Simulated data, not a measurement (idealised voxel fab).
Title: Process Module voxel ribs on slabs
205 nm wide, 5 nm square cells: that's cross-section cut.
Reading order for cross-sections: top band down to bottom band. Underlying form: a grid of square cells. Band size: one or more rows of cells.
Top, bottom (nm), then materials left to right with widths (nm); lone material tagged "full width" fills the whole band edge to edge; "air" = empty space.
Beneath 0, the wafer as received is one material, and that level is where height counting begins. The lowest band goes on downward without a bottom; it is written like "z 0 and below".
With a width like "30..40", each row of cells in the band differs from the next by the same amount, the top row carrying the first number and the bottom row the second.
"no alteration" after a step means that no cell of the cross-section changed.
Listed in "Sealed void list": every empty space of 8 or more cells without an open way to the top. Form: width x height at distance, the distance being from the left edge, all in nm.
It should be noted that, on the line of a given step, the content following the step's settings is a remark produced by the simulator itself with respect to that step.
You can add "overlay nm" to a step's line. For a step with a mask, it describes how far the mask lay to the right of its planned position, and a negative number describes a lay to the left.
### Process steps (planned)
1. RECEIVE: material Si
2. DIRECTIONAL_DEP: material SiO2, thk nm 30
3. DIRECTIONAL_DEP: material polySi, thk nm 15
4. PATTERN: tone cover, mask id RIB, material resist, width nm 30, thk nm 20, overlay nm 0
5. DIRECTIONAL_ETCH: etch materials polySi, depth nm 5
6. STRIP: etch materials resist
7. PATTERN: tone cover, mask id SLAB, material resist, width nm 80, thk nm 20, overlay nm -15
8. DIRECTIONAL_ETCH: etch materials polySi, depth nm 10
9. STRIP: etch materials resist
10. FILL_DEP: material SiO2, thk nm 20
11. CMP: height nm 60
12. DIRECTIONAL_DEP: material TiN, thk nm 10
13. DIRECTIONAL_DEP: material aC, thk nm 15
14. PATTERN: tone cover, mask id HEATER, material resist, width nm 40, thk nm 35, overlay nm 0
15. DIRECTIONAL_ETCH: etch materials aC, depth nm 15
16. STRIP: etch materials resist
17. DIRECTIONAL_ETCH: etch materials TiN, depth nm 10
18. STRIP: etch materials aC
19. CONFORMAL_DEP: material SiN, thk nm 5
All wafers enter the flow in the same state. The overlay nm at step 7 differs from wafer to wafer, and the plan gives the value for the first wafer.
### This is how the first of several wafers looked in cross-section when it arrived, which is after step 1
  z 0 and below = Si full width
  Sealed void list: none
### End of module: cross-section of the first of several wafers after step 19, the last step
  z 75 to 70 = air=75 | SiN=50 | air=80
  z 70 to 65 = air=75 | SiN=5 | TiN=40 | SiN=5 | air=80
  z 65 to 60 = SiN=80 | TiN=40 | SiN=85
  z 60 to 45 = SiO2 full width
  z 45 to 40 = SiO2=85 | polySi=30 | SiO2=90
  z 40 to 30 = SiO2=45 | polySi=80 | SiO2=80
  z 30 to 0 = SiO2 full width
  z 0 and below = Si full width
  Sealed void list: none
### Final wafer cross-section at module end
  z 75 to 70 = air=75 | SiN=50 | air=80
  z 70 to 65 = air=75 | SiN=5 | TiN=40 | SiN=5 | air=80
  z 65 to 60 = SiN=80 | TiN=40 | SiN=85
  z 60 to 45 = SiO2 full width
  z 45 to 40 = SiO2=85 | polySi=30 | SiO2=90
  z 40 to 30 = SiO2=75 | polySi=80 | SiO2=50
  z 30 to 0 = SiO2 full width
  z 0 and below = Si full width
  Sealed void list: none
### Tabulated below, wafer by wafer, are the end-of-module results: for each material, the number of cells gained (+) or lost (-) relative to the as-received state, followed by the closed voids
overlay nm -15, +45 SiN, +454 SiO2, +16 TiN, +38 polySi, Sealed void list: none
overlay nm -10, +45 SiN, +454 SiO2, +16 TiN, +38 polySi, Sealed void list: none
overlay nm -5, +45 SiN, +454 SiO2, +16 TiN, +38 polySi, Sealed void list: none
overlay nm 0, +45 SiN, +454 SiO2, +16 TiN, +38 polySi, Sealed void list: none
overlay nm 5, +45 SiN, +454 SiO2, +16 TiN, +38 polySi, Sealed void list: none
overlay nm 10, +45 SiN, +454 SiO2, +16 TiN, +38 polySi, Sealed void list: none
overlay nm 15, +45 SiN, +454 SiO2, +16 TiN, +38 polySi, Sealed void list: none
